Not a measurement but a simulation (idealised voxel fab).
process module | voxel quadruple lines
cross-section cut | 275 nm wide | cells 5 nm
A cross-section is a grid of square cells, given in bands from the top down. A band is one or more rows of cells.
Each band's line starts with the height of the band's top and of its bottom, in nm. Then come its materials from left to right, each with its width in nm. One material with "throughout" fills the band from edge to edge. "air" is empty space.
Height 0 is the level under which the wafer as received is all one material. The lowest band goes on downwards, as in "0 down".
A width such as "30 to 40" changes by the same amount from each row of cells to the next, from the band's top row to its bottom row.
"no change" after a step means that no cell of the cross-section changed.
closed voids: empty space of 8 cells or more with no open way to the top, each as width x height at its distance from the left edge, in nm
after a step's settings: what the simulator itself notes on the step
overlay nm, on a step with a mask: how far to the right of its planned place the mask lay; to the left if negative
plan
1 op RECEIVE | material Si
2 op CONFORMAL_DEP | material SiO2 | thk nm 10
3 op DIRECTIONAL_DEP | material W | thk nm 10
4 op DIRECTIONAL_DEP | material polySi | thk nm 15
5 op DIRECTIONAL_DEP | material aC | thk nm 25
6 op PATTERN | tone cover | mask id MANDREL | material resist | width nm 30 | thk nm 35 | overlay nm 0
7 op DIRECTIONAL_ETCH | etch materials aC | depth nm 25
8 op STRIP | etch materials resist
9 op CONFORMAL_DEP | material SiO2 | thk nm 10
10 op DIRECTIONAL_ETCH | etch materials SiO2 | depth nm 10
11 op STRIP | etch materials aC
12 op DIRECTIONAL_ETCH | etch materials polySi | depth nm 15
13 op STRIP | etch materials SiO2
14 op CONFORMAL_DEP | material SiCN | thk nm 10
15 op DIRECTIONAL_ETCH | etch materials SiCN | depth nm 10
16 op STRIP | etch materials polySi
17 op DIRECTIONAL_ETCH | etch materials W | depth nm 10
18 op STRIP | etch materials SiCN
as received, after step 1
  0 down: Si throughout
  closed voids: none
a wafer at the end: this start, this plan, one mistake
  10 to 0: air 100 | W 10 | air 10 | W 10 | air 10 | W 10 | air 10 | W 10 | air 105
  0 down: Si throughout
  closed voids: none
what went wrong: step 2 was left out
